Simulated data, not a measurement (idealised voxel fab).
process module | voxel capacitor over wiring
cross-section cut | 250 nm wide | cells 5 nm
A cross-section is a grid of square cells, given in bands from the top down. A band is one or more rows of cells.
Each band's line starts with the height of the band's top and of its bottom, in nm. Then come its materials from left to right, each with its width in nm. One material with "throughout" fills the band from edge to edge. "air" is empty space.
Height 0 is the level under which the wafer as received is all one material. The lowest band goes on downwards, as in "0 down".
A width such as "30 to 40" changes by the same amount from each row of cells to the next, from the band's top row to its bottom row.
"no change" after a step means that no cell of the cross-section changed.
closed voids: empty space of 8 cells or more with no open way to the top, each as width x height at its distance from the left edge, in nm
after a step's settings: what the simulator itself notes on the step
overlay nm, on a step with a mask: how far to the right of its planned place the mask lay; to the left if negative
plan
1 op RECEIVE | material Si
2 op CONFORMAL_DEP | material SiO2 | thk nm 15
3 op DIRECTIONAL_DEP | material TiN | thk nm 5
4 op DIRECTIONAL_DEP | material W | thk nm 15
5 op MASKED_ETCH | tone cover | mask id METAL_1 | width nm 25 | pitch nm 75 | etch materials W | depth nm 15 | overlay nm 0
6 op MASKED_ETCH | tone cover | mask id METAL_1 | width nm 25 | pitch nm 75 | etch materials TiN | depth nm 5 | overlay nm 0
7 op FILL_DEP | material lowk | thk nm 10
8 op CMP | height nm 35
9 op CONFORMAL_DEP | material SiCN | thk nm 5
10 op DIRECTIONAL_DEP | material SiO2 | thk nm 15
11 op DIRECTIONAL_DEP | material aC | thk nm 15
12 op PATTERN | tone open | mask id PLUG_1 | material resist | width nm 15 | thk nm 30 | overlay nm 0
13 op DIRECTIONAL_ETCH | etch materials aC | depth nm 15
14 op STRIP | etch materials resist
15 op DIRECTIONAL_ETCH | etch materials SiO2 | depth nm 15
16 op DIRECTIONAL_ETCH | etch materials SiCN | depth nm 5
17 op STRIP | etch materials aC
18 op CONFORMAL_DEP | material TiN | thk nm 5
19 op FILL_DEP | material Cu | thk nm 10
20 op CMP | height nm 55
21 op DIRECTIONAL_DEP | material TiN | thk nm 5
22 op DIRECTIONAL_DEP | material Al2O3 | thk nm 5
23 op DIRECTIONAL_DEP | material TiN | thk nm 10
24 op DIRECTIONAL_DEP | material aC | thk nm 10
25 op PATTERN | tone cover | mask id UPPER_PLATE | material resist | width nm 55 | thk nm 30 | overlay nm 0
26 op DIRECTIONAL_ETCH | etch materials aC | depth nm 10
27 op STRIP | etch materials resist
28 op DIRECTIONAL_ETCH | etch materials TiN | depth nm 10
29 op DIRECTIONAL_ETCH | etch materials Al2O3 | depth nm 5
30 op STRIP | etch materials aC
31 op DIRECTIONAL_DEP | material aC | thk nm 15
32 op PATTERN | tone cover | mask id LOWER_PLATE | material resist | width nm 65 | thk nm 30 | overlay nm 0
33 op DIRECTIONAL_ETCH | etch materials aC | depth nm 15
34 op STRIP | etch materials resist
35 op DIRECTIONAL_ETCH | etch materials TiN | depth nm 5
36 op STRIP | etch materials aC
37 op FILL_DEP | material SiO2 | thk nm 20
38 op CMP | height nm 90
39 op DIRECTIONAL_DEP | material aC | thk nm 10
40 op PATTERN | tone open | mask id PLUG_2 | material resist | width nm 15 | thk nm 30 | overlay nm 0
41 op DIRECTIONAL_ETCH | etch materials aC | depth nm 10
42 op STRIP | etch materials resist
43 op DIRECTIONAL_ETCH | etch materials SiO2 | depth nm 15
44 op STRIP | etch materials aC
45 op CONFORMAL_DEP | material TiN | thk nm 5
46 op FILL_DEP | material W | thk nm 5
47 op CMP | height nm 90
48 op CONFORMAL_DEP | material SiCN | thk nm 5
as received, after step 1
  0 down: Si throughout
  closed voids: none
a wafer at the end: this start, this plan, one mistake
  95 to 90: SiCN throughout
  90 to 80: SiO2 95 | Al2O3 5 | W 5 | Al2O3 5 | SiO2 140
  80 to 75: SiO2 95 | Al2O3 15 | SiO2 140
  75 to 65: SiO2 85 | TiN 55 | SiO2 110
  65 to 60: SiO2 85 | Al2O3 55 | SiO2 110
  60 to 55: SiO2 80 | TiN 65 | SiO2 105
  55 to 40: SiO2 85 | TiN 5 | Cu 5 | TiN 5 | SiO2 150
  40 to 35: SiCN 85 | TiN 15 | SiCN 150
  35 to 20: lowk 75 | W 25 | lowk 50 | W 25 | lowk 75
  20 to 15: lowk 75 | TiN 25 | lowk 50 | TiN 25 | lowk 75
  15 to 0: SiO2 throughout
  0 down: Si throughout
  closed voids: none
what went wrong: step 45 ran as: op CONFORMAL_DEP | material Al2O3 | thk nm 5
